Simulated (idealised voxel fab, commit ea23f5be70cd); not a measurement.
This is a process module. Its name is voxel double patterning.
cross-section cut | 200 nm wide | cells 5 nm
Format of a cross-section: grid, square cells. Given as bands. Order: top down. Band: one or more rows of cells. This entry defines a band. It first specifies the height of the band's top and the height of its bottom in nm, and then specifies the band's materials from left to right, stating each material with its width in nm. The word "all across" identifies a single material that fills the band from edge to edge, while the word "air" identifies empty space. We count height from 0. Below that, the starting wafer is all one material. The lowest band never ends at the bottom but goes on down; see "0 nm and below" for how that is written. A width given as "30->40" starts at the first number in the band's top row and ends at the second number in its bottom row, shifting by an equal amount at every step from row to row. When a step is marked "no alteration", none of the cells in the cross-section changed during that step. "Sealed cavities" enumerates empty spaces isolated from the top, with no open way to it, that contain at least 8 cells, giving each as width x height at distance from the left edge, all three in nm. That trailing text on a step's line, after the settings, is the simulator's own remark on the step. Steps that use a mask can have "overlay nm" on their line. It says how far the mask sat to the right of where it was meant to be. Negative means to the left.
PLAN
1 RECEIVE [material Si]
2 CONFORMAL_DEP [material SiO2] [thk nm 10]
3 DIRECTIONAL_DEP [material W] [thk nm 20]
4 DIRECTIONAL_DEP [material SiN] [thk nm 5]
5 PATTERN [tone open] [mask id FIRST] [material resist] [width nm 15] [pitch nm 50] [thk nm 20] [overlay nm 0]
6 DIRECTIONAL_ETCH [etch materials SiN] [depth nm 5]
7 STRIP [etch materials resist]
8 PATTERN [tone open] [mask id SECOND] [material resist] [width nm 15] [pitch nm 50] [thk nm 15] [overlay nm 0]
9 DIRECTIONAL_ETCH [etch materials SiN] [depth nm 5]
10 STRIP [etch materials resist]
11 DIRECTIONAL_ETCH [etch materials W] [depth nm 20]
12 STRIP [etch materials SiN]
CROSS-SECTION OF THE WAFER UPON ARRIVAL, REPRESENTING THE STATE REACHED AFTER STEP 1
* 0 nm and below | Si all across
* Sealed cavities: none
STARTING STRUCTURE AND PROCESS PLAN ARE AS SHOWN ABOVE, BUT ONE MISTAKE WAS MADE IN RUNNING THE MODULE; THE WAFER CROSS-SECTION AT THE END OF THE MODULE FOLLOWS
* 25 nm to 10 nm | W=40 / air=15 / W=10 / air=15 / W=10 / air=15 / W=10 / air=15 / W=10 / air=15 / W=45
* 10 nm to 0 nm | SiO2 all across
* 0 nm and below | Si all across
* Sealed cavities: none
what went wrong: so step 3 ended up running with a different setting than we planned, it ran as DIRECTIONAL_DEP [material W] [thk nm 15]
